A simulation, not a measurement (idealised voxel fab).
Proc. module: voxel wiring stack
The width of the displayed cross-section, cut, is 215 nm; its cells are square, with a size of 5 nm.
The cross-sections in this document take the form of a grid made of square cells. They are written out as bands, in order from top to bottom. Each band consists of one or more rows of cells. Each band's line starts with the height of the band's top and of its bottom, in nm. Then come its materials from left to right, each with its width in nm. One material with "throughout" fills the band from edge to edge. "empty" is empty space. Measure heights from 0. That's the level where, below it, the as-received wafer is all one material. The lowest band is bottomless and extends downward; write it as in "0 nm and below". It should be noted that a width expressed as "30..40" varies in equal increments from row to row of cells within the band, taking the value of the first number at the top row and that of the second number at the bottom row. "nothing was modified" -> step changed no cross-section cell. For the entry "Enclosed void list", the listed items are empty spaces with no open way to the top whose size is 8 cells or more; each item follows the pattern width x height at distance, where distance is from the left edge and all three are in nm. On a step's line, text after the settings is the simulator commenting on that step. The setting "overlay nm" may be written on the line of a step. When the step uses a mask, the value reports how far to the right of the planned place the mask lay, and a negative value reports that it lay to the left.
Planned step list for the process
1) RECEIVE with material Si
2) CONFORMAL_DEP with material SiO2, thk nm 10
3) CONFORMAL_DEP with material SiCN, thk nm 5
4) DIRECTIONAL_DEP with material SiO2, thk nm 15
5) MASKED_ETCH with tone open, mask id METAL_1, width nm 25, pitch nm 50, etch materials SiO2, depth nm 15, overlay nm 0
6) MASKED_ETCH with tone open, mask id METAL_1, width nm 25, pitch nm 50, etch materials SiCN, depth nm 5, overlay nm 0
7) CONFORMAL_DEP with material TiN, thk nm 5
8) FILL_DEP with material W, thk nm 5
9) CMP with height nm 30
10) CONFORMAL_DEP with material SiCN, thk nm 5
11) DIRECTIONAL_DEP with material lowk, thk nm 20
12) PATTERN with tone open, mask id PLUG_1, material resist, width nm 15, pitch nm 100, thk nm 15, overlay nm 0
13) DIRECTIONAL_ETCH with etch materials lowk, depth nm 20
14) DIRECTIONAL_ETCH with etch materials SiCN, depth nm 5
15) STRIP with etch materials resist
16) EPI with material Ru, thk nm 10
17) EPI with material Ru, thk nm 10
18) EPI with material Ru, thk nm 5
19) DIRECTIONAL_DEP with material TiN, thk nm 5
20) DIRECTIONAL_DEP with material Ru, thk nm 20
21) PATTERN with tone cover, mask id METAL_2, material resist, width nm 25, pitch nm 50, thk nm 20, overlay nm 0
22) DIRECTIONAL_ETCH with etch materials Ru, depth nm 20
23) DIRECTIONAL_ETCH with etch materials TiN, depth nm 5
24) STRIP with etch materials resist
25) FILL_DEP with material SiO2, thk nm 10
26) CMP with height nm 80
27) CONFORMAL_DEP with material SiCN, thk nm 5
28) DIRECTIONAL_DEP with material lowk, thk nm 15
29) PATTERN with tone open, mask id PLUG_2, material resist, width nm 15, pitch nm 100, thk nm 20, overlay nm 0
30) DIRECTIONAL_ETCH with etch materials lowk, depth nm 15
31) DIRECTIONAL_ETCH with etch materials SiCN, depth nm 5
32) STRIP with etch materials resist
33) CONFORMAL_DEP with material TiN, thk nm 5
34) FILL_DEP with material Cu, thk nm 5
35) CMP with height nm 100
36) DIRECTIONAL_DEP with material TiN, thk nm 5
37) DIRECTIONAL_DEP with material Ru, thk nm 15
38) MASKED_ETCH with tone cover, mask id METAL_3, width nm 25, pitch nm 50, etch materials Ru, depth nm 15, overlay nm 0
39) MASKED_ETCH with tone cover, mask id METAL_3, width nm 25, pitch nm 50, etch materials TiN, depth nm 5, overlay nm 0
40) FILL_DEP with material SiO2, thk nm 10
41) CMP with height nm 120
42) CONFORMAL_DEP with material SiN, thk nm 5
Received-state cross-section, reflecting completion of step 1
  0 nm and below | Si throughout
  Enclosed void list: none
Run as planned - first of the two wafers cross-sectioned at the end of the module
  125 nm to 120 nm | SiN throughout
  120 nm to 105 nm | 45 nm SiO2  25 nm Ru  25 nm SiO2  25 nm Ru  25 nm SiO2  25 nm Ru  45 nm SiO2
  105 nm to 100 nm | 45 nm SiO2  25 nm TiN  25 nm SiO2  25 nm TiN  25 nm SiO2  25 nm TiN  45 nm SiO2
  100 nm to 85 nm | 45 nm lowk  5 nm TiN  5 nm Cu  5 nm TiN  85 nm lowk  5 nm TiN  5 nm Cu  5 nm TiN  55 nm lowk
  85 nm to 80 nm | 45 nm SiCN  15 nm TiN  85 nm SiCN  15 nm TiN  55 nm SiCN
  80 nm to 60 nm | 45 nm SiO2  25 nm Ru  25 nm SiO2  25 nm Ru  25 nm SiO2  25 nm Ru  45 nm SiO2
  60 nm to 55 nm | 45 nm SiO2  25 nm TiN  25 nm SiO2  25 nm TiN  25 nm SiO2  25 nm TiN  45 nm SiO2
  55 nm to 35 nm | 45 nm lowk  15 nm Ru  85 nm lowk  15 nm Ru  55 nm lowk
  35 nm to 30 nm | 45 nm SiCN  15 nm Ru  85 nm SiCN  15 nm Ru  55 nm SiCN
  30 nm to 15 nm | 45 nm SiO2  5 nm TiN  15 nm W  5 nm TiN  25 nm SiO2  5 nm TiN  15 nm W  5 nm TiN  25 nm SiO2  5 nm TiN  15 nm W  5 nm TiN  45 nm SiO2
  15 nm to 10 nm | 45 nm SiCN  25 nm TiN  25 nm SiCN  25 nm TiN  25 nm SiCN  25 nm TiN  45 nm SiCN
  10 nm to 0 nm | SiO2 throughout
  0 nm and below | Si throughout
  Enclosed void list: none
Module end: cross-section of wafer two of two. Same start and process plan as the first wafer. One mistake during execution
  125 nm to 120 nm | SiN throughout
  120 nm to 105 nm | 45 nm SiO2  25 nm Ru  25 nm SiO2  25 nm Ru  25 nm SiO2  25 nm Ru  45 nm SiO2
  105 nm to 100 nm | 45 nm SiO2  25 nm TiN  25 nm SiO2  25 nm TiN  25 nm SiO2  25 nm TiN  45 nm SiO2
  100 nm to 85 nm | 45 nm lowk  5 nm TiN  5 nm Cu  5 nm TiN  85 nm lowk  5 nm TiN  5 nm Cu  5 nm TiN  55 nm lowk
  85 nm to 80 nm | 45 nm SiCN  15 nm TiN  85 nm SiCN  15 nm TiN  55 nm SiCN
  80 nm to 70 nm | 60 nm SiO2  10 nm Ru  25 nm SiO2  25 nm Ru  40 nm SiO2  10 nm Ru  45 nm SiO2
  70 nm to 65 nm | 60 nm SiO2  10 nm TiN  25 nm SiO2  25 nm TiN  40 nm SiO2  10 nm TiN  45 nm SiO2
  65 nm to 45 nm | 45 nm lowk  15 nm Ru  85 nm lowk  15 nm Ru  55 nm lowk
  45 nm to 40 nm | 45 nm SiCN  15 nm TiN  85 nm SiCN  15 nm TiN  55 nm SiCN
  40 nm to 30 nm | SiCN throughout
  30 nm to 15 nm | 45 nm SiO2  5 nm TiN  15 nm W  5 nm TiN  25 nm SiO2  5 nm TiN  15 nm W  5 nm TiN  25 nm SiO2  5 nm TiN  15 nm W  5 nm TiN  45 nm SiO2
  15 nm to 10 nm | 45 nm SiCN  25 nm TiN  25 nm SiCN  25 nm TiN  25 nm SiCN  25 nm TiN  45 nm SiCN
  10 nm to 0 nm | SiO2 throughout
  0 nm and below | Si throughout
  Enclosed void list: none
Plan not followed: step 10 was not run as planned; what actually ran was CONFORMAL_DEP with material SiCN, thk nm 15
In the final state, the cell counts of the second wafer exceed or fall short of those of the first for the following materials: -48 Ru | +86 SiCN | -38 SiO2
